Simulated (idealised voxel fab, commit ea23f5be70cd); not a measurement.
This section sets out a process module, namely voxel capacitor over wiring.
215 nm wide, 5 nm square cells: that's cross-section cut.
In what follows, cross-sections appear as grids of square cells, described through bands that run from the top down, where every band is one or more rows of cells.
Per band: top height and bottom height in nm, followed by the left-to-right materials and their widths in nm; "all across" marks a single material spanning edge to edge, "blank" marks empty space.
Note: height 0 marks the level under which the wafer is uniformly one material as received. Lowest band unbounded below, written "0..down".
Think of "30 to 40" as a width that walks from the first number to the second as you go down the band, top row to bottom row, taking equal-sized steps from row to row.
Given "nothing got changed" for a step, no cell of the cross-section differs between before and after that step.
Closed-off voids of 8+ cells (no open route to the top) go in "closed voids", written width x height at distance from the left edge, in nm.
If you see something after the settings on a step's line, that's the simulator's own remark about that step.
overlay nm: mask right of planned place by this much (step with mask). Neg. = left.
-- Listed below are the process steps as planned
1) RECEIVE | material Si
2) CONFORMAL_DEP | material SiO2 | thk nm 15
3) DIRECTIONAL_DEP | material TiN | thk nm 5
4) DIRECTIONAL_DEP | material W | thk nm 15
5) DIRECTIONAL_DEP | material aC | thk nm 15
6) PATTERN | tone cover | mask id METAL_1 | material resist | width nm 20 | pitch nm 70 | thk nm 35 | overlay nm -15
7) DIRECTIONAL_ETCH | etch materials aC | depth nm 15
8) STRIP | etch materials resist
9) DIRECTIONAL_ETCH | etch materials W | depth nm 15
10) DIRECTIONAL_ETCH | etch materials TiN | depth nm 5
11) STRIP | etch materials aC
12) CONFORMAL_DEP | material SiN | thk nm 5
13) FILL_DEP | material lowk | thk nm 10
14) CMP | height nm 35
15) CONFORMAL_DEP | material SiCN | thk nm 5
16) DIRECTIONAL_DEP | material lowk | thk nm 20
17) MASKED_ETCH | tone open | mask id PLUG_1 | width nm 15 | etch materials lowk | depth nm 20 | overlay nm 0
18) MASKED_ETCH | tone open | mask id PLUG_1 | width nm 15 | etch materials SiCN | depth nm 5 | overlay nm 0
19) CONFORMAL_DEP | material TiN | thk nm 5
20) FILL_DEP | material Cu | thk nm 10
21) CMP | height nm 60
22) DIRECTIONAL_DEP | material TiN | thk nm 10
23) DIRECTIONAL_DEP | material HfO2 | thk nm 5
24) DIRECTIONAL_DEP | material TiN | thk nm 10
25) PATTERN | tone cover | mask id UPPER_PLATE | material resist | width nm 55 | thk nm 15 | overlay nm 0
26) DIRECTIONAL_ETCH | etch materials TiN | depth nm 10
27) DIRECTIONAL_ETCH | etch materials HfO2 | depth nm 5
28) STRIP | etch materials resist
29) PATTERN | tone cover | mask id LOWER_PLATE | material resist | width nm 65 | thk nm 20 | overlay nm 0
30) DIRECTIONAL_ETCH | etch materials TiN | depth nm 10
31) STRIP | etch materials resist
32) FILL_DEP | material SiO2 | thk nm 20
33) CMP | height nm 100
34) MASKED_ETCH | tone open | mask id PLUG_2 | width nm 15 | etch materials SiO2 | depth nm 15 | overlay nm 0
35) CONFORMAL_DEP | material TiN | thk nm 5
36) FILL_DEP | material Cu | thk nm 10
37) CMP | height nm 100
38) CONFORMAL_DEP | material SiN | thk nm 5
Same starting wafers, different overlay nm at step 6. Plan value belongs to the first wafer.
-- As-received cross-section, first of several wafers, post step 1
> 0..down  Si all across
> closed voids: none
-- Depicted here is the first of several wafers in cross-section, at module completion following the last step, step 38
> 105..100  SiN all across
> 100..90  75 of SiO2 / 5 of TiN / 5 of Cu / 5 of TiN / 125 of SiO2
> 90..85  75 of SiO2 / 15 of TiN / 125 of SiO2
> 85..75  65 of SiO2 / 55 of TiN / 95 of SiO2
> 75..70  65 of SiO2 / 55 of HfO2 / 95 of SiO2
> 70..60  60 of SiO2 / 65 of TiN / 90 of SiO2
> 60..40  65 of lowk / 5 of TiN / 5 of Cu / 5 of TiN / 135 of lowk
> 40..35  65 of SiCN / 15 of TiN / 135 of SiCN
> 35..20  40 of lowk / 5 of SiN / 20 of W / 5 of SiN / 40 of lowk / 5 of SiN / 20 of W / 5 of SiN / 75 of lowk
> 20..15  45 of SiN / 20 of TiN / 50 of SiN / 20 of TiN / 80 of SiN
> 15..0  SiO2 all across
> 0..down  Si all across
> closed voids: none
-- Last-wafer cross-section at the end of the module
> 105..100  SiN all across
> 100..90  75 of SiO2 / 5 of TiN / 5 of Cu / 5 of TiN / 125 of SiO2
> 90..85  75 of SiO2 / 15 of TiN / 125 of SiO2
> 85..75  65 of SiO2 / 55 of TiN / 95 of SiO2
> 75..70  65 of SiO2 / 55 of HfO2 / 95 of SiO2
> 70..60  60 of SiO2 / 65 of TiN / 90 of SiO2
> 60..40  65 of lowk / 5 of TiN / 5 of Cu / 5 of TiN / 135 of lowk
> 40..35  65 of SiCN / 15 of TiN / 135 of SiCN
> 35..20  70 of lowk / 5 of SiN / 20 of W / 5 of SiN / 40 of lowk / 5 of SiN / 20 of W / 5 of SiN / 45 of lowk
> 20..15  75 of SiN / 20 of TiN / 50 of SiN / 20 of TiN / 50 of SiN
> 15..0  SiO2 all across
> 0..down  Si all across
> closed voids: none
-- Take any row and you have a wafer at the end of the module: how many cells of each material it has gained (+) or lost (-) since it was received, and then its closed voids
overlay nm -15, +6 Cu, +11 HfO2, +40 SiCN, +90 SiN, +405 SiO2, +74 TiN, +24 W, +253 lowk, closed voids: none
overlay nm -10, +6 Cu, +11 HfO2, +40 SiCN, +90 SiN, +405 SiO2, +74 TiN, +24 W, +253 lowk, closed voids: none
overlay nm -5, +6 Cu, +11 HfO2, +40 SiCN, +90 SiN, +405 SiO2, +74 TiN, +24 W, +253 lowk, closed voids: none
overlay nm 0, +6 Cu, +11 HfO2, +40 SiCN, +90 SiN, +405 SiO2, +74 TiN, +24 W, +253 lowk, closed voids: none
overlay nm 5, +6 Cu, +11 HfO2, +40 SiCN, +90 SiN, +405 SiO2, +74 TiN, +24 W, +253 lowk, closed voids: none
overlay nm 10, +6 Cu, +11 HfO2, +40 SiCN, +90 SiN, +405 SiO2, +74 TiN, +24 W, +253 lowk, closed voids: none
overlay nm 15, +6 Cu, +11 HfO2, +40 SiCN, +90 SiN, +405 SiO2, +74 TiN, +24 W, +253 lowk, closed voids: none
